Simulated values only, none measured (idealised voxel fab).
voxel self aligned contacts: a process module
Xsec cut, 290 nm wide, square cell size 5 nm.
Heads up, the way a cross-section reads in here is a grid of square cells, handed over as bands from the top down, with every band being one or more rows of cells. This entry defines a band. It first specifies the height of the band's top and the height of its bottom in nm, and then specifies the band's materials from left to right, stating each material with its width in nm. The word "full width" identifies a single material that fills the band from edge to edge, while the word "empty" identifies empty space. Below 0: as-received wafer, all one material; heights counted from there. Lowest band: no bottom, goes on down, written "top 0, no bottom". So if you see something like "30..40" for the width, read it as the top row of the band sitting at the first number and the bottom row at the second, with every row in between moving by the same amount as the last. Take "remains unaltered" at face value: in the step it is given for, the cross-section changed in none of its cells. Reported under the label "Unvented cavities" are the empty spaces having no open way to the top and comprising 8 cells or more; the notation for each is width x height at distance, in which the distance is measured from the left edge and all three values are in nm. Post-settings text on a step line: simulator's own remark regarding the step. overlay nm: mask offset rightward from planned place, masked step; negative means leftward offset.

List of planned process steps
1) RECEIVE | material Si
2) CONFORMAL_DEP | material SiO2 | thk nm 5
3) DIRECTIONAL_DEP | material polySi | thk nm 25
4) DIRECTIONAL_DEP | material SiN | thk nm 20
5) DIRECTIONAL_DEP | material aC | thk nm 10
6) PATTERN | tone cover | mask id GATE | material resist | width nm 35 | pitch nm 80 | thk nm 25 | overlay nm 0
7) DIRECTIONAL_ETCH | etch materials aC | depth nm 10
8) STRIP | etch materials resist
9) DIRECTIONAL_ETCH | etch materials SiN | depth nm 20
10) DIRECTIONAL_ETCH | etch materials polySi | depth nm 25
11) STRIP | etch materials aC
12) CONFORMAL_DEP | material SiN | thk nm 10
13) DIRECTIONAL_ETCH | etch materials SiN | depth nm 10
14) FILL_DEP | material SiO2 | thk nm 15
15) CMP | height nm 55
16) MASKED_ETCH | tone open | mask id CONTACT | width nm 65 | pitch nm 80 | etch materials SiO2 | depth nm 55 | overlay nm 0
17) CONFORMAL_DEP | material TiN | thk nm 5
18) FILL_DEP | material W | thk nm 5
19) CMP | height nm 55
20) CONFORMAL_DEP | material SiN | thk nm 5

As-received wafer cross-section (after step 1)
  top 0, no bottom  Si full width
  Unvented cavities: none

Starting wafer: above. Plan: above. Run: one mistake. Cross-section after the module: below
  top 60, bottom 55  SiN full width
  top 55, bottom 45  SiO2=70, TiN=5..25, W=55..15, TiN=5..25, SiO2=15, TiN=5..25, W=55..15, TiN=5..25, SiO2=75
  top 45, bottom 25  SiO2=35, SiN=55, TiN=5, W=15, TiN=5, SiN=55, TiN=5, W=15, TiN=5, SiN=55, SiO2=40
  top 25, bottom 5  SiO2=35, SiN=10, polySi=35, SiN=10, TiN=5, W=15, TiN=5, SiN=10, polySi=35, SiN=10, TiN=5, W=15, TiN=5, SiN=10, polySi=35, SiN=10, SiO2=40
  top 5, bottom 0  SiO2=35, SiN=10, polySi=35, SiN=10, TiN=25, SiN=10, polySi=35, SiN=10, TiN=25, SiN=10, polySi=35, SiN=10, SiO2=40
  top 0, no bottom  Si full width
  Unvented cavities: none
Nonconformance to the process plan: it should be noted that step 2 of the plan was omitted and was not performed
